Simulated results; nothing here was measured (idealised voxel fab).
Title: Process Module voxel spacer lines
The width of the displayed cross-section, cut, is 195 nm; its cells are square, with a size of 5 nm.
We lay out every cross-section as a grid of square cells and spell it out in bands from the top down, where one band means one or more rows of cells.
Top, bottom (nm), then materials left to right with widths (nm); lone material tagged "everywhere" fills the whole band edge to edge; "empty" = empty space.
Beneath 0, the wafer as received is one material, and that level is where height counting begins. The lowest band goes on downward without a bottom; it is written like "0 -> down".
Quick explanation for "30 to 40": the width changes in equal steps down the rows of cells, from the first number in the band's top row to the second number in its bottom row.
A step reported as "everything unchanged" is a step in which no cell of the cross-section changed.
For the entry "Sealed internal voids", the listed items are empty spaces with no open way to the top whose size is 8 cells or more; each item follows the pattern width x height at distance, where distance is from the left edge and all three are in nm.
Where a step's line continues beyond its settings, the continuation is a remark by the simulator itself on that step.
Regarding "overlay nm": on a step with a mask, it is the distance the mask lay to the right of its planned place; a negative value places it to the left.

## Steps in the process plan
1 RECEIVE [material Si]
2 CONFORMAL_DEP [material Al2O3] [thk nm 10]
3 DIRECTIONAL_DEP [material W] [thk nm 15]
4 DIRECTIONAL_DEP [material polySi] [thk nm 25]
5 PATTERN [tone cover] [mask id MANDREL] [material resist] [width nm 20] [pitch nm 60] [thk nm 30] [overlay nm 0]
6 DIRECTIONAL_ETCH [etch materials polySi] [depth nm 25]
7 STRIP [etch materials resist]
8 CONFORMAL_DEP [material SiO2] [thk nm 10]
9 DIRECTIONAL_ETCH [etch materials SiO2] [depth nm 5]
10 STRIP [etch materials polySi]
11 DIRECTIONAL_ETCH [etch materials W] [depth nm 15]
12 STRIP [etch materials SiO2]
Where the wafers of this document differ is in the depth nm of step 9; they start out the same, and the plan states the value that applied to the first wafer.

## Incoming state of the first of several wafers in cross-section: after step 1
> 0 -> down = Si everywhere
> Sealed internal voids: none

## Cross-section, first of several wafers, end of module, after last step 12
> 50 -> 25 = empty: 25  polySi: 20  empty: 40  polySi: 20  empty: 40  polySi: 20  empty: 30
> 25 -> 10 = W everywhere
> 10 -> 0 = Al2O3 everywhere
> 0 -> down = Si everywhere
> Sealed internal voids: none

## Sectional view of the last wafer upon completion of the module
> 25 -> 10 = empty: 15  W: 10  empty: 20  W: 10  empty: 20  W: 10  empty: 20  W: 10  empty: 20  W: 10  empty: 20  W: 10  empty: 20
> 10 -> 0 = Al2O3 everywhere
> 0 -> down = Si everywhere
> Sealed internal voids: none

## each wafer at the end: cells of each material gained (+) or lost (-) since it was received, then its closed voids
depth nm 5; +78 Al2O3; +117 W; +60 polySi; Sealed internal voids: none
depth nm 10; +78 Al2O3; +36 W; Sealed internal voids: none
depth nm 15; +78 Al2O3; +36 W; Sealed internal voids: none
depth nm 20; +78 Al2O3; +36 W; Sealed internal voids: none
depth nm 25; +78 Al2O3; +36 W; Sealed internal voids: none
